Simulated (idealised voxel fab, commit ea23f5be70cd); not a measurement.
Herein follows the process module entitled voxel transistor to metal.
Cross-sectional view cut (width: 295 nm; square cell size: 5 nm).
Cross-section = grid of square cells, listed top down in bands; band = one or more rows. Each band's line starts with the height of the band's top and of its bottom, in nm. Then come its materials from left to right, each with its width in nm. One material with "full width" fills the band from edge to edge. "blank" is empty space. All heights in this document are referenced to 0, defined as the level beneath which the wafer, as received, consists entirely of one material. The lowest band is not bounded below; it extends indefinitely downward and is written in the form "0 down". Per-row width for "30 to 40": begins at first number (top row of band), ends at second number (bottom row), increment between rows held constant. For the purposes of this document, the phrase "no alterations made" attached to a step denotes that no cell within the cross-section was modified by that step. Empty spaces counting at least 8 cells and having no open way to the top are listed in "Closed void table". The notation width x height at distance is used for each, the distance being from the left edge and all three values in nm. That trailing text on a step's line, after the settings, is the simulator's own remark on the step. Regarding "overlay nm": on a step with a mask, it is the distance the mask lay to the right of its planned place; a negative value places it to the left.
Process steps (planned):
| 1 | RECEIVE, material Si |
| 2 | OXIDIZE, depth nm 5 |
| 3 | CONFORMAL_DEP, material SiN, thk nm 15 |
| 4 | DIRECTIONAL_DEP, material aC, thk nm 10 |
| 5 | PATTERN, tone cover, mask id ACTIVE, material resist, width nm 95, pitch nm 120, thk nm 30, overlay nm 0 |
| 6 | DIRECTIONAL_ETCH, etch materials aC, depth nm 10 |
| 7 | STRIP, etch materials resist |
| 8 | DIRECTIONAL_ETCH, etch materials SiN, depth nm 15 |
| 9 | DIRECTIONAL_ETCH, etch materials SiO2, depth nm 5 |
| 10 | DIRECTIONAL_ETCH, etch materials Si, depth nm 25 |
| 11 | STRIP, etch materials aC |
| 12 | FILL_DEP, material SiO2, thk nm 5 |
| 13 | CMP, height nm 15 |
| 14 | SELECTIVE_ETCH, etch materials SiO2, depth nm 15 |
| 15 | STRIP, etch materials SiN |
| 16 | SELECTIVE_ETCH, etch materials SiO2, depth nm 5 |
| 17 | OXIDIZE, depth nm 5 |
| 18 | DIRECTIONAL_DEP, material polySi, thk nm 30 |
| 19 | DIRECTIONAL_DEP, material SiCN, thk nm 15 |
| 20 | MASKED_ETCH, tone cover, mask id GATE, width nm 15, pitch nm 120, etch materials SiCN, depth nm 25, overlay nm 0 |
| 21 | MASKED_ETCH, tone cover, mask id GATE, width nm 15, pitch nm 120, etch materials polySi, depth nm 40, overlay nm 0 |
| 22 | CONFORMAL_DEP, material SiN, thk nm 10 |
| 23 | DIRECTIONAL_ETCH, etch materials SiN, depth nm 10 |
| 24 | DIRECTIONAL_ETCH, etch materials SiO2, depth nm 5 |
| 25 | DIRECTIONAL_ETCH, etch materials Si, depth nm 15 |
| 26 | EPI, material nSi, thk nm 15 |
| 27 | FILL_DEP, material SiO2, thk nm 5 |
| 28 | CMP, height nm 40 |
| 29 | DIRECTIONAL_DEP, material SiO2, thk nm 10 |
| 30 | DIRECTIONAL_DEP, material aC, thk nm 15 |
| 31 | PATTERN, tone open, mask id CONTACT, material resist, width nm 20, thk nm 35, overlay nm 0 |
| 32 | DIRECTIONAL_ETCH, etch materials aC, depth nm 15 |
| 33 | STRIP, etch materials resist |
| 34 | DIRECTIONAL_ETCH, etch materials SiO2, depth nm 60 |
| 35 | STRIP, etch materials aC |
| 36 | CONFORMAL_DEP, material TiN, thk nm 5 |
| 37 | FILL_DEP, material Ru, thk nm 10 |
| 38 | CMP, height nm 50 |
| 39 | DIRECTIONAL_DEP, material TiN, thk nm 5 |
| 40 | DIRECTIONAL_DEP, material W, thk nm 25 |
| 41 | DIRECTIONAL_DEP, material aC, thk nm 15 |
| 42 | PATTERN, tone cover, mask id METAL_1, material resist, width nm 20, thk nm 30, overlay nm 0 |
| 43 | DIRECTIONAL_ETCH, etch materials aC, depth nm 15 |
| 44 | STRIP, etch materials resist |
| 45 | DIRECTIONAL_ETCH, etch materials W, depth nm 25 |
| 46 | DIRECTIONAL_ETCH, etch materials TiN, depth nm 5 |
| 47 | STRIP, etch materials aC |
| 48 | FILL_DEP, material lowk, thk nm 5 |
| 49 | CMP, height nm 80 |
| 50 | CONFORMAL_DEP, material SiCN, thk nm 5 |
| 51 | DIRECTIONAL_DEP, material lowk, thk nm 30 |
| 52 | PATTERN, tone open, mask id METAL_2_HOLES, material resist, width nm 15, pitch nm 120, thk nm 20, overlay nm 0 |
| 53 | DIRECTIONAL_ETCH, etch materials lowk, depth nm 30 |
| 54 | STRIP, etch materials resist |
| 55 | PATTERN, tone open, mask id METAL_2, material resist, width nm 20, pitch nm 120, thk nm 15, overlay nm 0 |
| 56 | DIRECTIONAL_ETCH, etch materials lowk, depth nm 15 |
| 57 | DIRECTIONAL_ETCH, etch materials SiCN, depth nm 5 |
| 58 | STRIP, etch materials resist |
| 59 | CONFORMAL_DEP, material TiN, thk nm 5 |
| 60 | FILL_DEP, material Ru, thk nm 5 |
| 61 | CMP, height nm 115 |
| 62 | CONFORMAL_DEP, material SiCN, thk nm 5 |
Here's what the wafer looked like in cross-section when it arrived - that's after step 1:
0 down = Si full width
Closed void table: none
Here's the wafer cut in cross-section after the module, started and planned just like above, except one thing was done wrong in the run:
120 to 115 = SiCN full width
115 to 105 = lowk 45 nm; TiN 5 nm; Ru 10 nm; TiN 5 nm; lowk 100 nm; TiN 5 nm; Ru 10 nm; TiN 5 nm; lowk 110 nm
105 to 100 = lowk 45 nm; TiN 5 nm; Ru 5 nm; TiN 10 nm; lowk 100 nm; TiN 5 nm; Ru 5 nm; TiN 10 nm; lowk 110 nm
100 to 85 = lowk 45 nm; TiN 5 nm; Ru 5 nm; TiN 5 nm; lowk 105 nm; TiN 5 nm; Ru 5 nm; TiN 5 nm; lowk 115 nm
85 to 80 = SiCN 45 nm; TiN 15 nm; SiCN 105 nm; TiN 15 nm; SiCN 115 nm
80 to 55 = W 45 nm; lowk 20 nm; W 45 nm; lowk 20 nm; W 35 nm; lowk 20 nm; W 45 nm; lowk 20 nm; W 45 nm
55 to 50 = TiN 45 nm; lowk 20 nm; TiN 45 nm; lowk 20 nm; TiN 35 nm; lowk 20 nm; TiN 45 nm; lowk 20 nm; TiN 45 nm
50 to 40 = SiO2 45 nm; TiN 5 nm; Ru 10 nm; TiN 5 nm; SiO2 45 nm; TiN 5 nm; Ru 10 nm; TiN 5 nm; SiO2 35 nm; TiN 5 nm; Ru 10 nm; TiN 5 nm; SiO2 45 nm; TiN 5 nm; Ru 10 nm; TiN 5 nm; SiO2 45 nm
40 to 25 = SiO2 45 nm; TiN 5 nm; Ru 10 nm; TiN 5 nm; SiO2 5 nm; SiN 10 nm; SiCN 15 nm; SiN 10 nm; SiO2 5 nm; TiN 5 nm; Ru 10 nm; TiN 5 nm; SiO2 35 nm; TiN 5 nm; Ru 10 nm; TiN 5 nm; SiO2 5 nm; SiN 10 nm; SiCN 15 nm; SiN 10 nm; SiO2 5 nm; TiN 5 nm; Ru 10 nm; TiN 5 nm; SiO2 45 nm
25 to 10 = SiO2 45 nm; TiN 5 nm; Ru 10 nm; TiN 5 nm; SiO2 5 nm; SiN 10 nm; polySi 15 nm; SiN 10 nm; SiO2 5 nm; TiN 5 nm; Ru 10 nm; TiN 5 nm; SiO2 35 nm; TiN 5 nm; Ru 10 nm; TiN 5 nm; SiO2 5 nm; SiN 10 nm; polySi 15 nm; SiN 10 nm; SiO2 5 nm; TiN 5 nm; Ru 10 nm; TiN 5 nm; SiO2 45 nm
10 to 5 = SiO2 45 nm; TiN 20 nm; SiO2 5 nm; SiN 10 nm; polySi 15 nm; SiN 10 nm; SiO2 5 nm; TiN 20 nm; SiO2 35 nm; TiN 20 nm; SiO2 5 nm; SiN 10 nm; polySi 15 nm; SiN 10 nm; SiO2 5 nm; TiN 20 nm; SiO2 45 nm
5 to -5 = SiO2 45 nm; TiN 10 nm; nSi 15 nm; SiN 10 nm; polySi 15 nm; SiN 10 nm; nSi 15 nm; TiN 10 nm; SiO2 35 nm; TiN 10 nm; nSi 15 nm; SiN 10 nm; polySi 15 nm; SiN 10 nm; nSi 15 nm; TiN 10 nm; SiO2 45 nm
-5 to -10 = SiO2 45 nm; TiN 10 nm; nSi 15 nm; SiO2 35 nm; nSi 15 nm; TiN 10 nm; SiO2 35 nm; TiN 10 nm; nSi 15 nm; SiO2 35 nm; nSi 15 nm; TiN 10 nm; SiO2 45 nm
-10 to -25 = SiO2 40 nm; nSi 30 nm; Si 35 nm; nSi 30 nm; SiO2 25 nm; nSi 30 nm; Si 35 nm; nSi 30 nm; SiO2 40 nm
-25 to -30 = SiO2 40 nm; Si 95 nm; SiO2 25 nm; Si 95 nm; SiO2 40 nm
-30 down = Si full width
Closed void table: none
What was the processing mistake? planned and actual differ for step 42; actual: PATTERN, tone open, mask id METAL_1, material resist, width nm 20, thk nm 30, overlay nm 0
